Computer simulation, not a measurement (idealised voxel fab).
process module | voxel spacer lines
cross-section cut | 300 nm wide | cells 5 nm
A cross-section is a grid of square cells, given in bands from the top down. A band is one or more rows of cells.
Each band's line starts with the height of the band's top and of its bottom, in nm. Then come its materials from left to right, each with its width in nm. One material with "throughout" fills the band from edge to edge. "air" is empty space.
Height 0 is the level under which the wafer as received is all one material. The lowest band goes on downwards, as in "0 down".
A width such as "30 to 40" changes by the same amount from each row of cells to the next, from the band's top row to its bottom row.
"no change" after a step means that no cell of the cross-section changed.
closed voids: empty space of 8 cells or more with no open way to the top, each as width x height at its distance from the left edge, in nm
after a step's settings: what the simulator itself notes on the step
overlay nm, on a step with a mask: how far to the right of its planned place the mask lay; to the left if negative
plan
1 op RECEIVE | material Si
2 op CONFORMAL_DEP | material Al2O3 | thk nm 10
3 op DIRECTIONAL_DEP | material polySi | thk nm 15
4 op DIRECTIONAL_DEP | material aC | thk nm 30
5 op PATTERN | tone cover | mask id MANDREL | material resist | width nm 15 | pitch nm 50 | thk nm 40 | overlay nm 0
6 op DIRECTIONAL_ETCH | etch materials aC | depth nm 30
7 op STRIP | etch materials resist
8 op CONFORMAL_DEP | material SiO2 | thk nm 10
9 op DIRECTIONAL_ETCH | etch materials SiO2 | depth nm 10
10 op STRIP | etch materials aC
11 op DIRECTIONAL_ETCH | etch materials polySi | depth nm 15
12 op STRIP | etch materials SiO2
as received, after step 1
  0 down: Si throughout
  closed voids: none
first wafer at the end, as planned
  25 to 10: air 105 | polySi 10 | air 15 | polySi 10 | air 15 | polySi 10 | air 15 | polySi 10 | air 110
  10 to 0: Al2O3 throughout
  0 down: Si throughout
  closed voids: none
second wafer at the end: like start, like plan, one mistake
  15 to 0: air 105 | polySi 10 | air 15 | polySi 10 | air 15 | polySi 10 | air 15 | polySi 10 | air 110
  0 down: Si throughout
  closed voids: none
what went wrong: step 2 was left out
at the end the second wafer has, in cells: 120 fewer of Al2O3
